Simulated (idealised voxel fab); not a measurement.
Process module name: voxel gate over fins
In the cross-section labelled cut, the width is 240 nm and each square cell is 5 nm.
Each cross-section below is a grid of square cells, stated as bands in top-down order, with one or more rows of cells making up each band.
Basically the band line says how high the top is and how high the bottom is, in nm, and then what's in it from left to right, every material with its width in nm. Empty space shows up as "air", and if a single material carries "edge to edge" it runs the full band edge to edge.
Heights are expressed relative to 0, this being the level below which the as-received wafer comprises one material exclusively. The lowest band is unbounded in the downward direction and is denoted as in "top 0, no bottom".
Width: "30 to 40" (first number = top row, second number = bottom row, same change from row to row of cells).
Any step labelled "everything unchanged" changed none of the cells in the cross-section.
In "Trapped voids" the enclosed voids are listed, meaning empty spaces of 8 cells or larger without any opening to the top. The form is width x height at distance, distance from the left edge, units nm.
That trailing text on a step's line, after the settings, is the simulator's own remark on the step.
The setting "overlay nm" may be written on the line of a step. When the step uses a mask, the value reports how far to the right of the planned place the mask lay, and a negative value reports that it lay to the left.

# Below is the list of planned process steps
1: RECEIVE with material Si
2: CONFORMAL_DEP with material SiN, thk nm 10
3: DIRECTIONAL_DEP with material aC, thk nm 15
4: PATTERN with tone cover, mask id FINS, material resist, width nm 15, pitch nm 35, thk nm 30, overlay nm 0
5: DIRECTIONAL_ETCH with etch materials aC, depth nm 15
6: STRIP with etch materials resist
7: DIRECTIONAL_ETCH with etch materials SiN, depth nm 5
8: DIRECTIONAL_ETCH with etch materials Si, depth nm 35
9: STRIP with etch materials aC
10: OXIDIZE with depth nm 5
11: FILL_DEP with material SiO2, thk nm 5
12: CMP with height nm 10
13: SELECTIVE_ETCH with etch materials SiO2, depth nm 25
14: STRIP with etch materials SiN
15: CONFORMAL_DEP with material HfO2, thk nm 5
16: CONFORMAL_DEP with material TiN, thk nm 5
17: FILL_DEP with material W, thk nm 10
18: CMP with height nm 15
19: CONFORMAL_DEP with material SiN, thk nm 5
The depth nm used in step 7 is not the same on every wafer, whereas the starting condition is; the value printed in the plan is the first wafer's.

# First wafer of several, as received: cross-section after step 1
> top 0, no bottom = Si edge to edge
> Trapped voids: none

# Heads up, this table goes wafer by wafer. A row tells you, at the end of the module, how many cells of each material that wafer has put on (+) or dropped (-) since it was received, and then its closed voids
depth nm 5, +48 HfO2, +48 SiN, +48 TiN, +48 W, Trapped voids: none
depth nm 10, +66 HfO2, -360 Si, +48 SiN, +225 SiO2, +66 TiN, +147 W, Trapped voids: none
depth nm 15, +66 HfO2, -360 Si, +48 SiN, +225 SiO2, +66 TiN, +147 W, Trapped voids: none
depth nm 20, +66 HfO2, -360 Si, +48 SiN, +225 SiO2, +66 TiN, +147 W, Trapped voids: none
depth nm 25, +66 HfO2, -360 Si, +48 SiN, +225 SiO2, +66 TiN, +147 W, Trapped voids: none
